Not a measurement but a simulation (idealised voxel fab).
The process module presented herein is designated voxel self aligned contacts.
Cross-section cut: width 175 nm, square cells of 5 nm.
Cross-section, as written here: a square-cell grid given band by band from the top down, where a band holds one or more rows of cells. Band: top and bottom heights (nm) first, top before bottom; then materials from left to right, widths in nm. "throughout" marks a sole material filling the band edge to edge. "air" denotes empty space. Height reference: 0 = level under which incoming wafer is all one material. Lowest band: no bottom, runs on downward, e.g. "from 0 down". Top row gets the first number, bottom row gets the second, and each row in between changes by the same step: that is how a band width like "30..40" works. The cross-section has no changed cell in any step marked "everything unchanged". Listed in "Enclosed cavities": every empty space of 8 or more cells without an open way to the top. Form: width x height at distance, the distance being from the left edge, all in nm. If you see something after the settings on a step's line, that's the simulator's own remark about that step. overlay nm: for a step with a mask, the amount by which the mask lay right of where it was planned; a negative amount means left of it.
So here's the lineup of process steps we planned:
| 1 | RECEIVE with material Si |
| 2 | CONFORMAL_DEP with material SiO2, thk nm 5 |
| 3 | DIRECTIONAL_DEP with material polySi, thk nm 20 |
| 4 | DIRECTIONAL_DEP with material SiN, thk nm 20 |
| 5 | MASKED_ETCH with tone cover, mask id GATE, width nm 35, pitch nm 65, etch materials SiN, depth nm 20, overlay nm 0 |
| 6 | MASKED_ETCH with tone cover, mask id GATE, width nm 35, pitch nm 65, etch materials polySi, depth nm 20, overlay nm 0 |
| 7 | CONFORMAL_DEP with material SiN, thk nm 5 |
| 8 | DIRECTIONAL_ETCH with etch materials SiN, depth nm 5 |
| 9 | FILL_DEP with material SiO2, thk nm 10 |
| 10 | CMP with height nm 50 |
| 11 | PATTERN with tone open, mask id CONTACT, material resist, width nm 40, thk nm 20, overlay nm 0 |
| 12 | DIRECTIONAL_ETCH with etch materials SiO2, depth nm 50 |
| 13 | STRIP with etch materials resist |
| 14 | CONFORMAL_DEP with material TiN, thk nm 5 |
| 15 | FILL_DEP with material W, thk nm 10 |
| 16 | CMP with height nm 50 |
| 17 | CONFORMAL_DEP with material SiN, thk nm 5 |
Account of the first of two wafers, which was processed as intended:
Wafer at receipt (post step 1), cross-section:
> from 0 down: Si throughout
> Enclosed cavities: none
Wafer xsec, post step 2:
> from 5 to 0: SiO2 throughout
> Rest of section, below 0: as before.
Wafer xsec, post step 3:
> from 25 to 5: polySi throughout
> Rest of section, below 5: as before.
Wafer xsec, post step 4:
> from 45 to 25: SiN throughout
> Rest of section, below 25: as before.
Wafer xsec, post step 5:
> from 45 to 25: 35 nm air; 35 nm SiN; 30 nm air; 35 nm SiN; 40 nm air
> Rest of section, below 25: as before.
Wafer xsec, post step 6:
> from 45 to 25: 35 nm air; 35 nm SiN; 30 nm air; 35 nm SiN; 40 nm air
> from 25 to 5: 35 nm air; 35 nm polySi; 30 nm air; 35 nm polySi; 40 nm air
> Rest of section, below 5: as before.
Wafer xsec, post step 7:
> from 50 to 25: 30 nm air; 45 nm SiN; 20 nm air; 45 nm SiN; 35 nm air
> from 25 to 10: 30 nm air; 5 nm SiN; 35 nm polySi; 5 nm SiN; 20 nm air; 5 nm SiN; 35 nm polySi; 5 nm SiN; 35 nm air
> from 10 to 5: 35 nm SiN; 35 nm polySi; 30 nm SiN; 35 nm polySi; 40 nm SiN
> Rest of section, below 5: as before.
Wafer xsec, post step 8:
> from 45 to 25: 30 nm air; 45 nm SiN; 20 nm air; 45 nm SiN; 35 nm air
> from 25 to 5: 30 nm air; 5 nm SiN; 35 nm polySi; 5 nm SiN; 20 nm air; 5 nm SiN; 35 nm polySi; 5 nm SiN; 35 nm air
> Rest of section, below 5: as before.
Wafer xsec, post step 9:
> from 55 to 45: SiO2 throughout
> from 45 to 25: 30 nm SiO2; 45 nm SiN; 20 nm SiO2; 45 nm SiN; 35 nm SiO2
> from 25 to 5: 30 nm SiO2; 5 nm SiN; 35 nm polySi; 5 nm SiN; 20 nm SiO2; 5 nm SiN; 35 nm polySi; 5 nm SiN; 35 nm SiO2
> Rest of section, below 5: as before.
Wafer xsec, post step 10:
> from 50 to 45: SiO2 throughout
> Rest of section, below 45: as before.
Wafer xsec, post step 11:
> from 70 to 50: 65 nm resist; 40 nm air; 70 nm resist
> Rest of section, below 50: as before.
Wafer xsec, post step 12:
> from 70 to 50: 65 nm resist; 40 nm air; 70 nm resist
> from 50 to 45: 65 nm SiO2; 40 nm air; 70 nm SiO2
> from 45 to 25: 30 nm SiO2; 45 nm SiN; 20 nm air; 45 nm SiN; 35 nm SiO2
> from 25 to 5: 30 nm SiO2; 5 nm SiN; 35 nm polySi; 5 nm SiN; 20 nm air; 5 nm SiN; 35 nm polySi; 5 nm SiN; 35 nm SiO2
> from 5 to 0: 75 nm SiO2; 20 nm air; 80 nm SiO2
> Rest of section, below 0: as before.
Wafer xsec, post step 13:
> from 50 to 45: 65 nm SiO2; 40 nm air; 70 nm SiO2
> Rest of section, below 45: as before.
Wafer xsec, post step 14:
> from 55 to 50: 70 nm TiN; 30 nm air; 75 nm TiN
> from 50 to 45: 65 nm SiO2; 15 nm TiN; 10 nm air; 15 nm TiN; 70 nm SiO2
> from 45 to 25: 30 nm SiO2; 45 nm SiN; 5 nm TiN; 10 nm air; 5 nm TiN; 45 nm SiN; 35 nm SiO2
> from 25 to 5: 30 nm SiO2; 5 nm SiN; 35 nm polySi; 5 nm SiN; 5 nm TiN; 10 nm air; 5 nm TiN; 5 nm SiN; 35 nm polySi; 5 nm SiN; 35 nm SiO2
> from 5 to 0: 75 nm SiO2; 20 nm TiN; 80 nm SiO2
> Rest of section, below 0: as before.
Wafer xsec, post step 15:
> from 65 to 55: W throughout
> from 55 to 50: 70 nm TiN; 30 nm W; 75 nm TiN
> from 50 to 45: 65 nm SiO2; 15 nm TiN; 10 nm W; 15 nm TiN; 70 nm SiO2
> from 45 to 25: 30 nm SiO2; 45 nm SiN; 5 nm TiN; 10 nm W; 5 nm TiN; 45 nm SiN; 35 nm SiO2
> from 25 to 5: 30 nm SiO2; 5 nm SiN; 35 nm polySi; 5 nm SiN; 5 nm TiN; 10 nm W; 5 nm TiN; 5 nm SiN; 35 nm polySi; 5 nm SiN; 35 nm SiO2
> Rest of section, below 5: as before.
Wafer xsec, post step 16:
> from 50 to 45: 65 nm SiO2; 15 nm TiN; 10 nm W; 15 nm TiN; 70 nm SiO2
> Rest of section, below 45: as before.
Wafer xsec, post step 17:
> from 55 to 50: SiN throughout
> Rest of section, below 50: as before.
Second wafer, same starting conditions and recipe as the first, one mistake in executing it, nothing differs from the first up to and including step 10:
When step 11 should have ended:
> from 70 to 50: 65 nm air; 40 nm resist; 70 nm air
> Rest of section, below 50: as before.
When step 12 should have ended:
> from 70 to 50: 65 nm air; 40 nm resist; 70 nm air
> from 50 to 45: 65 nm air; 40 nm SiO2; 70 nm air
> from 45 to 25: 30 nm air; 45 nm SiN; 20 nm SiO2; 45 nm SiN; 35 nm air
> from 25 to 5: 30 nm air; 5 nm SiN; 35 nm polySi; 5 nm SiN; 20 nm SiO2; 5 nm SiN; 35 nm polySi; 5 nm SiN; 35 nm air
> from 5 to 0: 30 nm air; 110 nm SiO2; 35 nm air
> Rest of section, below 0: as before.
When step 13 should have ended:
> from 50 to 45: 65 nm air; 40 nm SiO2; 70 nm air
> Rest of section, below 45: as before.
When step 14 should have ended:
> from 55 to 50: 60 nm air; 50 nm TiN; 65 nm air
> from 50 to 45: 25 nm air; 40 nm TiN; 40 nm SiO2; 40 nm TiN; 30 nm air
> from 45 to 25: 25 nm air; 5 nm TiN; 45 nm SiN; 20 nm SiO2; 45 nm SiN; 5 nm TiN; 30 nm air
> from 25 to 5: 25 nm air; 5 nm TiN; 5 nm SiN; 35 nm polySi; 5 nm SiN; 20 nm SiO2; 5 nm SiN; 35 nm polySi; 5 nm SiN; 5 nm TiN; 30 nm air
> from 5 to 0: 30 nm TiN; 110 nm SiO2; 35 nm TiN
> Rest of section, below 0: as before.
When step 15 should have ended:
> from 65 to 55: W throughout
> from 55 to 50: 60 nm W; 50 nm TiN; 65 nm W
> from 50 to 45: 25 nm W; 40 nm TiN; 40 nm SiO2; 40 nm TiN; 30 nm W
> from 45 to 25: 25 nm W; 5 nm TiN; 45 nm SiN; 20 nm SiO2; 45 nm SiN; 5 nm TiN; 30 nm W
> from 25 to 5: 25 nm W; 5 nm TiN; 5 nm SiN; 35 nm polySi; 5 nm SiN; 20 nm SiO2; 5 nm SiN; 35 nm polySi; 5 nm SiN; 5 nm TiN; 30 nm W
> Rest of section, below 5: as before.
When step 16 should have ended:
> from 50 to 45: 25 nm W; 40 nm TiN; 40 nm SiO2; 40 nm TiN; 30 nm W
> Rest of section, below 45: as before.
When step 17 should have ended:
> from 55 to 50: SiN throughout
> Rest of section, below 50: as before.
Diagnosis: so step 11 ended up running with a different setting than we planned, it ran as PATTERN with tone cover, mask id CONTACT, material resist, width nm 40, thk nm 20, overlay nm 0
The second wafer ends with more or fewer cells of some materials than the first, per final count: -100 SiO2, +19 TiN, +81 W
